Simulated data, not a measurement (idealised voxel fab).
Process module under the name voxel self aligned contacts
145 nm wide, 5 nm square cells: that's cross-section cut.
Bands, listed from the top down, are how a cross-section gets written in this document; the cross-section itself is a grid of square cells, and a band is one or more rows of them.
In this notation a band is specified by the heights of its top and bottom, in that order and in nm, after which its materials appear from left to right, each paired with its width in nm. The word "everywhere" attached to a single material means that material fills the band from edge to edge; the word "air" stands for empty space.
Counting heights begins at 0, where everything beneath is, in the wafer as received, one material. The lowest band has no bottom; it goes on downwards, as "0..down" shows.
When a width is written as two numbers, as in "30 to 40", the first number is the width in the top row of cells of the band and the second is the width in its bottom row, and the width changes by the same amount from each row to the next.
What does "nothing different" mean for a step? It means no cell of the cross-section changed in that step.
"Sealed cavities": empty spaces of 8 cells or more with no open way to the top, each given as width x height at distance, distance from the left edge, all in nm.
Where a step's line continues beyond its settings, the continuation is a remark by the simulator itself on that step.
You can add "overlay nm" to a step's line. For a step with a mask, it describes how far the mask lay to the right of its planned position, and a negative number describes a lay to the left.

### Here's what the planned process steps look like
- 1: RECEIVE,material Si
- 2: CONFORMAL_DEP,material SiO2,thk nm 5
- 3: DIRECTIONAL_DEP,material polySi,thk nm 20
- 4: DIRECTIONAL_DEP,material SiN,thk nm 20
- 5: PATTERN,tone cover,mask id GATE,material resist,width nm 35,pitch nm 70,thk nm 15,overlay nm 0
- 6: DIRECTIONAL_ETCH,etch materials SiN,depth nm 20
- 7: DIRECTIONAL_ETCH,etch materials polySi,depth nm 20
- 8: STRIP,etch materials resist
- 9: CONFORMAL_DEP,material SiN,thk nm 10
- 10: DIRECTIONAL_ETCH,etch materials SiN,depth nm 10
- 11: FILL_DEP,material SiO2,thk nm 15
- 12: CMP,height nm 55
- 13: DIRECTIONAL_DEP,material aC,thk nm 15
- 14: PATTERN,tone open,mask id CONTACT,material resist,width nm 55,thk nm 30,overlay nm 0
- 15: DIRECTIONAL_ETCH,etch materials aC,depth nm 15
- 16: STRIP,etch materials resist
- 17: DIRECTIONAL_ETCH,etch materials SiO2,depth nm 55
- 18: STRIP,etch materials aC
- 19: CONFORMAL_DEP,material TiN,thk nm 5
- 20: FILL_DEP,material W,thk nm 10
- 21: CMP,height nm 55
- 22: CONFORMAL_DEP,material SiN,thk nm 5

### As received (post step 1): cross-section
	0..down  Si everywhere
	Sealed cavities: none

### First of two wafers: cross-section at end of module, run per plan
	60..55  SiN everywhere
	55..45  45 SiO2, 5 to 25 TiN, 45 to 5 W, 5 to 25 TiN, 45 SiO2
	45..25  10 SiO2, 55 SiN, 5 TiN, 5 W, 5 TiN, 55 SiN, 10 SiO2
	25..5  10 SiO2, 10 SiN, 35 polySi, 10 SiN, 5 TiN, 5 W, 5 TiN, 10 SiN, 35 polySi, 10 SiN, 10 SiO2
	5..0  65 SiO2, 15 TiN, 65 SiO2
	0..down  Si everywhere
	Sealed cavities: none

### Cross-section, second wafer: same start as the first, same plan as the first, one mistake in running it; taken at the end of the module
	60..55  SiN everywhere
	55..50  10 SiO2, 55 SiN, 5 TiN, 5 W, 5 TiN, 55 SiN, 10 SiO2
	50..45  10 SiO2, 55 SiN, 15 TiN, 55 SiN, 10 SiO2
	45..25  SiN everywhere
	25..5  polySi everywhere
	5..0  SiO2 everywhere
	0..down  Si everywhere
	Sealed cavities: none
Diagnosis: step 4 of the plan was twice carried out
End check, counted in cells, second wafer has more or fewer of these materials than the first: SiN +40; SiO2 -57; TiN -26; W -17; polySi +60
